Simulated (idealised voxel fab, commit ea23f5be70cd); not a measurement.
Documented hereafter: the process module known as voxel gate over fins.
The cross-section on display is named cut; it measures 145 nm wide, and its cells are 5 nm squares.
The cross-sections in this document take the form of a grid made of square cells. They are written out as bands, in order from top to bottom. Each band consists of one or more rows of cells.
Top height, bottom height, nm. Materials left to right, width each, nm. Single material + "all across" = fills band edge to edge. "air" = empty.
Ref level 0: as-received wafer is one material below here. Bottom band extends down with no lower bound ("z 0 and below").
It should be noted that a width expressed as "30 to 40" varies in equal increments from row to row of cells within the band, taking the value of the first number at the top row and that of the second number at the bottom row.
You'll sometimes find "identical to before" written for a step, and that's the way of saying that nowhere in the cross-section did a cell change during that step.
If an empty space has no open way to the top and is at least 8 cells in size, "Sealed void list" lists it, written width x height at distance, where distance is measured from the left edge and every value is in nm.
Anything after a step's settings on that line? It's the simulator's own note about the step.
"overlay nm" denotes, for a step that has a mask, the displacement of the mask to the right of its planned place, with negative values corresponding to the left.

Listed below are the process steps as planned
1) RECEIVE with material Si
2) CONFORMAL_DEP with material SiN, thk nm 5
3) PATTERN with tone cover, mask id FINS, material resist, width nm 15, pitch nm 50, thk nm 15, overlay nm 0
4) DIRECTIONAL_ETCH with etch materials SiN, depth nm 5
5) DIRECTIONAL_ETCH with etch materials Si, depth nm 40
6) STRIP with etch materials resist
7) FILL_DEP with material SiO2, thk nm 15
8) CMP with height nm 5
9) PATTERN with tone open, mask id RAIL, material resist, width nm 15, thk nm 15, overlay nm 0
10) DIRECTIONAL_ETCH with etch materials SiO2, depth nm 40
11) STRIP with etch materials resist
12) CONFORMAL_DEP with material TiN, thk nm 5
13) FILL_DEP with material Ru, thk nm 5
14) CMP with height nm 5
15) SELECTIVE_ETCH with etch materials W Ru TiN, depth nm 20
16) FILL_DEP with material SiO2, thk nm 5
17) CMP with height nm 5
18) SELECTIVE_ETCH with etch materials SiO2, depth nm 15
19) STRIP with etch materials SiN
20) CONFORMAL_DEP with material HfO2, thk nm 5
21) CONFORMAL_DEP with material TiN, thk nm 5
22) CONFORMAL_DEP with material TiAl, thk nm 5
23) CONFORMAL_DEP with material TiN, thk nm 5
24) FILL_DEP with material W, thk nm 15
25) CMP with height nm 30
26) CONFORMAL_DEP with material SiN, thk nm 10

First wafer, two in total, run as planned

Here's what the wafer looked like in cross-section when it arrived - that's after step 1
> z 0 and below = Si all across
> Sealed void list: none

Cross-section of the wafer subsequent to step 2
> z 5 to 0 = SiN all across
> Note: structure below 0 unchanged.

Cross-section of the wafer subsequent to step 3
> z 20 to 5 = 15 air | 15 resist | 35 air | 15 resist | 35 air | 15 resist | 15 air
> Note: structure below 5 unchanged.

Cross-section of the wafer subsequent to step 4
> z 20 to 5 = 15 air | 15 resist | 35 air | 15 resist | 35 air | 15 resist | 15 air
> z 5 to 0 = 15 air | 15 SiN | 35 air | 15 SiN | 35 air | 15 SiN | 15 air
> Note: structure below 0 unchanged.

Cross-section of the wafer subsequent to step 5
> z 20 to 5 = 15 air | 15 resist | 35 air | 15 resist | 35 air | 15 resist | 15 air
> z 5 to 0 = 15 air | 15 SiN | 35 air | 15 SiN | 35 air | 15 SiN | 15 air
> z 0 to -40 = 15 air | 15 Si | 35 air | 15 Si | 35 air | 15 Si | 15 air
> Note: structure below -40 unchanged.

Cross-section of the wafer subsequent to step 6
> z 5 to 0 = 15 air | 15 SiN | 35 air | 15 SiN | 35 air | 15 SiN | 15 air
> Note: structure below 0 unchanged.

Cross-section of the wafer subsequent to step 7
> z 20 to 5 = SiO2 all across
> z 5 to 0 = 15 SiO2 | 15 SiN | 35 SiO2 | 15 SiN | 35 SiO2 | 15 SiN | 15 SiO2
> z 0 to -40 = 15 SiO2 | 15 Si | 35 SiO2 | 15 Si | 35 SiO2 | 15 Si | 15 SiO2
> Note: structure below -40 unchanged.

Cross-section of the wafer subsequent to step 8
> z 5 to 0 = 15 SiO2 | 15 SiN | 35 SiO2 | 15 SiN | 35 SiO2 | 15 SiN | 15 SiO2
> Note: structure below 0 unchanged.

Cross-section of the wafer subsequent to step 9
> z 20 to 5 = 40 resist | 15 air | 90 resist
> Note: structure below 5 unchanged.

Cross-section of the wafer subsequent to step 10
> z 20 to 5 = 40 resist | 15 air | 90 resist
> z 5 to 0 = 15 SiO2 | 15 SiN | 10 SiO2 | 15 air | 10 SiO2 | 15 SiN | 35 SiO2 | 15 SiN | 15 SiO2
> z 0 to -35 = 15 SiO2 | 15 Si | 10 SiO2 | 15 air | 10 SiO2 | 15 Si | 35 SiO2 | 15 Si | 15 SiO2
> Note: structure below -35 unchanged.

Cross-section of the wafer subsequent to step 11
> z 5 to 0 = 15 SiO2 | 15 SiN | 10 SiO2 | 15 air | 10 SiO2 | 15 SiN | 35 SiO2 | 15 SiN | 15 SiO2
> Note: structure below 0 unchanged.

Cross-section of the wafer subsequent to step 12
> z 10 to 5 = 45 TiN | 5 air | 95 TiN
> z 5 to 0 = 15 SiO2 | 15 SiN | 10 SiO2 | 5 TiN | 5 air | 5 TiN | 10 SiO2 | 15 SiN | 35 SiO2 | 15 SiN | 15 SiO2
> z 0 to -30 = 15 SiO2 | 15 Si | 10 SiO2 | 5 TiN | 5 air | 5 TiN | 10 SiO2 | 15 Si | 35 SiO2 | 15 Si | 15 SiO2
> z -30 to -35 = 15 SiO2 | 15 Si | 10 SiO2 | 15 TiN | 10 SiO2 | 15 Si | 35 SiO2 | 15 Si | 15 SiO2
> Note: structure below -35 unchanged.

Cross-section of the wafer subsequent to step 13
> z 15 to 10 = Ru all across
> z 10 to 5 = 45 TiN | 5 Ru | 95 TiN
> z 5 to 0 = 15 SiO2 | 15 SiN | 10 SiO2 | 5 TiN | 5 Ru | 5 TiN | 10 SiO2 | 15 SiN | 35 SiO2 | 15 SiN | 15 SiO2
> z 0 to -30 = 15 SiO2 | 15 Si | 10 SiO2 | 5 TiN | 5 Ru | 5 TiN | 10 SiO2 | 15 Si | 35 SiO2 | 15 Si | 15 SiO2
> Note: structure below -30 unchanged.

Cross-section of the wafer subsequent to step 14
> z 5 to 0 = 15 SiO2 | 15 SiN | 10 SiO2 | 5 TiN | 5 Ru | 5 TiN | 10 SiO2 | 15 SiN | 35 SiO2 | 15 SiN | 15 SiO2
> Note: structure below 0 unchanged.

Cross-section of the wafer subsequent to step 15
> z 5 to 0 = 15 SiO2 | 15 SiN | 10 SiO2 | 15 air | 10 SiO2 | 15 SiN | 35 SiO2 | 15 SiN | 15 SiO2
> z 0 to -15 = 15 SiO2 | 15 Si | 10 SiO2 | 15 air | 10 SiO2 | 15 Si | 35 SiO2 | 15 Si | 15 SiO2
> Note: structure below -15 unchanged.

Cross-section of the wafer subsequent to step 16
> z 10 to 5 = SiO2 all across
> z 5 to 0 = 15 SiO2 | 15 SiN | 35 SiO2 | 15 SiN | 35 SiO2 | 15 SiN | 15 SiO2
> z 0 to -15 = 15 SiO2 | 15 Si | 35 SiO2 | 15 Si | 35 SiO2 | 15 Si | 15 SiO2
> Note: structure below -15 unchanged.

Cross-section of the wafer subsequent to step 17
> z 5 to 0 = 15 SiO2 | 15 SiN | 35 SiO2 | 15 SiN | 35 SiO2 | 15 SiN | 15 SiO2
> Note: structure below 0 unchanged.

Cross-section of the wafer subsequent to step 18
> z 5 to 0 = 15 air | 15 SiN | 35 air | 15 SiN | 35 air | 15 SiN | 15 air
> z 0 to -10 = 15 air | 15 Si | 35 air | 15 Si | 35 air | 15 Si | 15 air
> Note: structure below -10 unchanged.

Cross-section of the wafer subsequent to step 19
> z 0 to -10 = 15 air | 15 Si | 35 air | 15 Si | 35 air | 15 Si | 15 air
> Note: structure below -10 unchanged.

Cross-section of the wafer subsequent to step 20
> z 5 to 0 = 10 air | 25 HfO2 | 25 air | 25 HfO2 | 25 air | 25 HfO2 | 10 air
> z 0 to -5 = 10 air | 5 HfO2 | 15 Si | 5 HfO2 | 25 air | 5 HfO2 | 15 Si | 5 HfO2 | 25 air | 5 HfO2 | 15 Si | 5 HfO2 | 10 air
> z -5 to -10 = 15 HfO2 | 15 Si | 35 HfO2 | 15 Si | 35 HfO2 | 15 Si | 15 HfO2
> Note: structure below -10 unchanged.

Cross-section of the wafer subsequent to step 21
> z 10 to 5 = 5 air | 35 TiN | 15 air | 35 TiN | 15 air | 35 TiN | 5 air
> z 5 to 0 = 5 air | 5 TiN | 25 HfO2 | 5 TiN | 15 air | 5 TiN | 25 HfO2 | 5 TiN | 15 air | 5 TiN | 25 HfO2 | 5 TiN | 5 air
> z 0 to -5 = 10 TiN | 5 HfO2 | 15 Si | 5 HfO2 | 25 TiN | 5 HfO2 | 15 Si | 5 HfO2 | 25 TiN | 5 HfO2 | 15 Si | 5 HfO2 | 10 TiN
> Note: structure below -5 unchanged.

Cross-section of the wafer subsequent to step 22
> z 15 to 10 = 45 TiAl | 5 air | 45 TiAl | 5 air | 45 TiAl
> z 10 to 5 = 5 TiAl | 35 TiN | 5 TiAl | 5 air | 5 TiAl | 35 TiN | 5 TiAl | 5 air | 5 TiAl | 35 TiN | 5 TiAl
> z 5 to 0 = 5 TiAl | 5 TiN | 25 HfO2 | 5 TiN | 15 TiAl | 5 TiN | 25 HfO2 | 5 TiN | 15 TiAl | 5 TiN | 25 HfO2 | 5 TiN | 5 TiAl
> Note: structure below 0 unchanged.

Cross-section of the wafer subsequent to step 23
> z 20 to 15 = TiN all across
> z 15 to 10 = 45 TiAl | 5 TiN | 45 TiAl | 5 TiN | 45 TiAl
> z 10 to 5 = 5 TiAl | 35 TiN | 5 TiAl | 5 TiN | 5 TiAl | 35 TiN | 5 TiAl | 5 TiN | 5 TiAl | 35 TiN | 5 TiAl
> Note: structure below 5 unchanged.

Cross-section of the wafer subsequent to step 24
> z 35 to 20 = W all across
> Note: structure below 20 unchanged.

Cross-section of the wafer subsequent to step 25
> z 30 to 20 = W all across
> Note: structure below 20 unchanged.

Cross-section of the wafer subsequent to step 26
> z 40 to 30 = SiN all across
> Note: structure below 30 unchanged.

Here the second wafer is described. Its start and its plan were those of the first wafer. Its run contained one mistake. Up to and including step 2, it did exactly what the first wafer did

Cross-section of the second wafer when, according to plan, step 3 should have finished
> z 20 to 5 = 15 resist | 15 air | 35 resist | 15 air | 35 resist | 15 air | 15 resist
> Note: structure below 5 unchanged.

Cross-section of the second wafer when, according to plan, step 4 should have finished
> z 20 to 5 = 15 resist | 15 air | 35 resist | 15 air | 35 resist | 15 air | 15 resist
> z 5 to 0 = 15 SiN | 15 air | 35 SiN | 15 air | 35 SiN | 15 air | 15 SiN
> Note: structure below 0 unchanged.

Cross-section of the second wafer when, according to plan, step 5 should have finished
> z 20 to 5 = 15 resist | 15 air | 35 resist | 15 air | 35 resist | 15 air | 15 resist
> z 5 to 0 = 15 SiN | 15 air | 35 SiN | 15 air | 35 SiN | 15 air | 15 SiN
> z 0 to -40 = 15 Si | 15 air | 35 Si | 15 air | 35 Si | 15 air | 15 Si
> Note: structure below -40 unchanged.

Cross-section of the second wafer when, according to plan, step 6 should have finished
> z 5 to 0 = 15 SiN | 15 air | 35 SiN | 15 air | 35 SiN | 15 air | 15 SiN
> Note: structure below 0 unchanged.

Cross-section of the second wafer when, according to plan, step 7 should have finished
> z 20 to 5 = SiO2 all across
> z 5 to 0 = 15 SiN | 15 SiO2 | 35 SiN | 15 SiO2 | 35 SiN | 15 SiO2 | 15 SiN
> z 0 to -40 = 15 Si | 15 SiO2 | 35 Si | 15 SiO2 | 35 Si | 15 SiO2 | 15 Si
> Note: structure below -40 unchanged.

Cross-section of the second wafer when, according to plan, step 8 should have finished
> z 5 to 0 = 15 SiN | 15 SiO2 | 35 SiN | 15 SiO2 | 35 SiN | 15 SiO2 | 15 SiN
> Note: structure below 0 unchanged.

Cross-section of the second wafer when, according to plan, step 9 should have finished
> z 20 to 5 = 40 resist | 15 air | 90 resist
> Note: structure below 5 unchanged.

Cross-section of the second wafer when, according to plan, step 10 should have finished: identical to before

Cross-section of the second wafer when, according to plan, step 11 should have finished
> z 5 to 0 = 15 SiN | 15 SiO2 | 35 SiN | 15 SiO2 | 35 SiN | 15 SiO2 | 15 SiN
> Note: structure below 0 unchanged.

Cross-section of the second wafer when, according to plan, step 12 should have finished
> z 10 to 5 = TiN all across
> Note: structure below 5 unchanged.

Cross-section of the second wafer when, according to plan, step 13 should have finished
> z 15 to 10 = Ru all across
> Note: structure below 10 unchanged.

Cross-section of the second wafer when, according to plan, step 14 should have finished
> z 5 to 0 = 15 SiN | 15 SiO2 | 35 SiN | 15 SiO2 | 35 SiN | 15 SiO2 | 15 SiN
> Note: structure below 0 unchanged.

Cross-section of the second wafer when, according to plan, step 15 should have finished: identical to before

Cross-section of the second wafer when, according to plan, step 16 should have finished
> z 10 to 5 = SiO2 all across
> Note: structure below 5 unchanged.

Cross-section of the second wafer when, according to plan, step 17 should have finished
> z 5 to 0 = 15 SiN | 15 SiO2 | 35 SiN | 15 SiO2 | 35 SiN | 15 SiO2 | 15 SiN
> Note: structure below 0 unchanged.

Cross-section of the second wafer when, according to plan, step 18 should have finished
> z 5 to 0 = 15 SiN | 15 air | 35 SiN | 15 air | 35 SiN | 15 air | 15 SiN
> z 0 to -10 = 15 Si | 15 air | 35 Si | 15 air | 35 Si | 15 air | 15 Si
> Note: structure below -10 unchanged.

Cross-section of the second wafer when, according to plan, step 19 should have finished
> z 0 to -10 = 15 Si | 15 air | 35 Si | 15 air | 35 Si | 15 air | 15 Si
> Note: structure below -10 unchanged.

Cross-section of the second wafer when, according to plan, step 20 should have finished
> z 5 to 0 = 20 HfO2 | 5 air | 45 HfO2 | 5 air | 45 HfO2 | 5 air | 20 HfO2
> z 0 to -5 = 15 Si | 5 HfO2 | 5 air | 5 HfO2 | 35 Si | 5 HfO2 | 5 air | 5 HfO2 | 35 Si | 5 HfO2 | 5 air | 5 HfO2 | 15 Si
> z -5 to -10 = 15 Si | 15 HfO2 | 35 Si | 15 HfO2 | 35 Si | 15 HfO2 | 15 Si
> Note: structure below -10 unchanged.

Cross-section of the second wafer when, according to plan, step 21 should have finished
> z 10 to 5 = TiN all across
> z 5 to 0 = 20 HfO2 | 5 TiN | 45 HfO2 | 5 TiN | 45 HfO2 | 5 TiN | 20 HfO2
> z 0 to -5 = 15 Si | 5 HfO2 | 5 TiN | 5 HfO2 | 35 Si | 5 HfO2 | 5 TiN | 5 HfO2 | 35 Si | 5 HfO2 | 5 TiN | 5 HfO2 | 15 Si
> Note: structure below -5 unchanged.

Cross-section of the second wafer when, according to plan, step 22 should have finished
> z 15 to 10 = TiAl all across
> Note: structure below 10 unchanged.

Cross-section of the second wafer when, according to plan, step 23 should have finished
> z 20 to 15 = TiN all across
> Note: structure below 15 unchanged.

Cross-section of the second wafer when, according to plan, step 24 should have finished
> z 35 to 20 = W all across
> Note: structure below 20 unchanged.

Cross-section of the second wafer when, according to plan, step 25 should have finished
> z 30 to 20 = W all across
> Note: structure below 20 unchanged.

Cross-section of the second wafer when, according to plan, step 26 should have finished
> z 40 to 30 = SiN all across
> Note: structure below 30 unchanged.
Short version of what went wrong: step 3: run off-plan, actual operation and settings PATTERN with tone open, mask id FINS, material resist, width nm 15, pitch nm 50, thk nm 15, overlay nm 0
Heads up, by the end the second wafer has more or fewer cells of some materials compared to the first: Ru: 3 fewer, Si: 88 more, SiO2: 54 fewer, TiAl: 12 fewer, TiN: 19 fewer
